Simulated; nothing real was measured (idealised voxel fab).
Presented below is a process module, voxel fin reveal.
Displayed cross-section: cut, width of 230 nm, square cells sized 5 nm.
Reading order for cross-sections: top band down to bottom band. Underlying form: a grid of square cells. Band size: one or more rows of cells. Read a band's entry like this: the first values are the height of its top and the height of its bottom in nm, and what follows is the sequence of materials from left to right, each with its width in nm. Note that "blank" is empty space, and that a single material marked "full width" reaches across the band from edge to edge. Height reference: 0 = level under which incoming wafer is all one material. Lowest band: no bottom, runs on downward, e.g. "0 and below". When a width is written as two numbers, as in "30..40", the first number is the width in the top row of cells of the band and the second is the width in its bottom row, and the width changes by the same amount from each row to the next. Step note "nothing different" = no cross-section cell changed. Reported under the label "Sealed-off cavities" are the empty spaces having no open way to the top and comprising 8 cells or more; the notation for each is width x height at distance, in which the distance is measured from the left edge and all three values are in nm. Heads up: the bit after the settings on a step's line is the simulator's remark on that step. The "overlay nm" setting may appear on a step's line; for a step that uses a mask, it gives how far to the right of its planned position the mask lay, and a negative value indicates the left.

## Below is the list of planned process steps
1 op RECEIVE | material Si
2 op CONFORMAL_DEP | material SiN | thk nm 5
3 op DIRECTIONAL_DEP | material aC | thk nm 10
4 op PATTERN | tone cover | mask id FINS | material resist | width nm 15 | pitch nm 40 | thk nm 25 | overlay nm 0
5 op DIRECTIONAL_ETCH | etch materials aC | depth nm 10
6 op STRIP | etch materials resist
7 op DIRECTIONAL_ETCH | etch materials SiN | depth nm 5
8 op DIRECTIONAL_ETCH | etch materials Si | depth nm 30
9 op STRIP | etch materials aC
10 op OXIDIZE | depth nm 5
11 op FILL_DEP | material SiO2 | thk nm 10
12 op CMP | height nm 5
13 op SELECTIVE_ETCH | etch materials SiO2 | depth nm 15
14 op STRIP | etch materials SiN
15 op CONFORMAL_DEP | material HfO2 | thk nm 5

## Run as planned: first of two wafers

## The cross-section here shows the wafer as received, i.e. in its state after step 1
    0 and below  Si full width
    Sealed-off cavities: none

## Step 2 complete: cross-section through the wafer
    5 down to 0  SiN full width
    Lower than 0, everything is as it was.

## Step 3 complete: cross-section through the wafer
    15 down to 5  aC full width
    Lower than 5, everything is as it was.

## Step 4 complete: cross-section through the wafer
    40 down to 15  blank=85; resist=15; blank=25; resist=15; blank=90
    Lower than 15, everything is as it was.

## Step 5 complete: cross-section through the wafer
    30 down to 15  blank=85; resist=15; blank=25; resist=15; blank=90
    15 down to 5  blank=85; aC=15; blank=25; aC=15; blank=90
    Lower than 5, everything is as it was.

## Step 6 complete: cross-section through the wafer
    15 down to 5  blank=85; aC=15; blank=25; aC=15; blank=90
    Lower than 5, everything is as it was.

## Step 7 complete: cross-section through the wafer
    15 down to 5  blank=85; aC=15; blank=25; aC=15; blank=90
    5 down to 0  blank=85; SiN=15; blank=25; SiN=15; blank=90
    Lower than 0, everything is as it was.

## Step 8 complete: cross-section through the wafer
    15 down to 5  blank=85; aC=15; blank=25; aC=15; blank=90
    5 down to 0  blank=85; SiN=15; blank=25; SiN=15; blank=90
    0 down to -30  blank=85; Si=15; blank=25; Si=15; blank=90
    Lower than -30, everything is as it was.

## Step 9 complete: cross-section through the wafer
    5 down to 0  blank=85; SiN=15; blank=25; SiN=15; blank=90
    Lower than 0, everything is as it was.

## Step 10 complete: cross-section through the wafer
    5 down to 0  blank=85; SiN=15; blank=25; SiN=15; blank=90
    0 down to -30  blank=85; SiO2=5; Si=5; SiO2=5; blank=25; SiO2=5; Si=5; SiO2=5; blank=90
    -30 down to -35  SiO2=90; Si=5; SiO2=35; Si=5; SiO2=95
    Lower than -35, everything is as it was.

## Step 11 complete: cross-section through the wafer
    15 down to 5  SiO2 full width
    5 down to 0  SiO2=85; SiN=15; SiO2=25; SiN=15; SiO2=90
    0 down to -35  SiO2=90; Si=5; SiO2=35; Si=5; SiO2=95
    Lower than -35, everything is as it was.

## Step 12 complete: cross-section through the wafer
    5 down to 0  SiO2=85; SiN=15; SiO2=25; SiN=15; SiO2=90
    Lower than 0, everything is as it was.

## Step 13 complete: cross-section through the wafer
    5 down to 0  blank=85; SiN=15; blank=25; SiN=15; blank=90
    0 down to -10  blank=90; Si=5; blank=35; Si=5; blank=95
    Lower than -10, everything is as it was.

## Step 14 complete: cross-section through the wafer
    0 down to -10  blank=90; Si=5; blank=35; Si=5; blank=95
    Lower than -10, everything is as it was.

## Step 15 complete: cross-section through the wafer
    5 down to 0  blank=85; HfO2=15; blank=25; HfO2=15; blank=90
    0 down to -5  blank=85; HfO2=5; Si=5; HfO2=5; blank=25; HfO2=5; Si=5; HfO2=5; blank=90
    -5 down to -10  HfO2=90; Si=5; HfO2=35; Si=5; HfO2=95
    Lower than -10, everything is as it was.

## Second wafer: same start and same plan as the first, one execution error; identical to the first through step 7

## X-section, second wafer, when step 8 was due to finish
    15 down to 5  blank=85; aC=15; blank=25; aC=15; blank=90
    5 down to 0  blank=85; SiN=15; blank=25; SiN=15; blank=90
    0 down to -20  blank=85; Si=15; blank=25; Si=15; blank=90
    Lower than -20, everything is as it was.

## X-section, second wafer, when step 9 was due to finish
    5 down to 0  blank=85; SiN=15; blank=25; SiN=15; blank=90
    Lower than 0, everything is as it was.

## X-section, second wafer, when step 10 was due to finish
    5 down to 0  blank=85; SiN=15; blank=25; SiN=15; blank=90
    0 down to -20  blank=85; SiO2=5; Si=5; SiO2=5; blank=25; SiO2=5; Si=5; SiO2=5; blank=90
    -20 down to -25  SiO2=90; Si=5; SiO2=35; Si=5; SiO2=95
    Lower than -25, everything is as it was.

## X-section, second wafer, when step 11 was due to finish
    15 down to 5  SiO2 full width
    5 down to 0  SiO2=85; SiN=15; SiO2=25; SiN=15; SiO2=90
    0 down to -25  SiO2=90; Si=5; SiO2=35; Si=5; SiO2=95
    Lower than -25, everything is as it was.

## X-section, second wafer, when step 12 was due to finish
    5 down to 0  SiO2=85; SiN=15; SiO2=25; SiN=15; SiO2=90
    Lower than 0, everything is as it was.

## X-section, second wafer, when step 13 was due to finish
    5 down to 0  blank=85; SiN=15; blank=25; SiN=15; blank=90
    0 down to -10  blank=90; Si=5; blank=35; Si=5; blank=95
    Lower than -10, everything is as it was.

## X-section, second wafer, when step 14 was due to finish
    0 down to -10  blank=90; Si=5; blank=35; Si=5; blank=95
    Lower than -10, everything is as it was.

## X-section, second wafer, when step 15 was due to finish
    5 down to 0  blank=85; HfO2=15; blank=25; HfO2=15; blank=90
    0 down to -5  blank=85; HfO2=5; Si=5; HfO2=5; blank=25; HfO2=5; Si=5; HfO2=5; blank=90
    -5 down to -10  HfO2=90; Si=5; HfO2=35; Si=5; HfO2=95
    Lower than -10, everything is as it was.
Deviation noted in wafer processing: off-plan run, step 8, actual operation and settings op DIRECTIONAL_ETCH | etch materials Si | depth nm 20
Final cells, second wafer relative to first, materials higher or lower: +88 Si; -88 SiO2
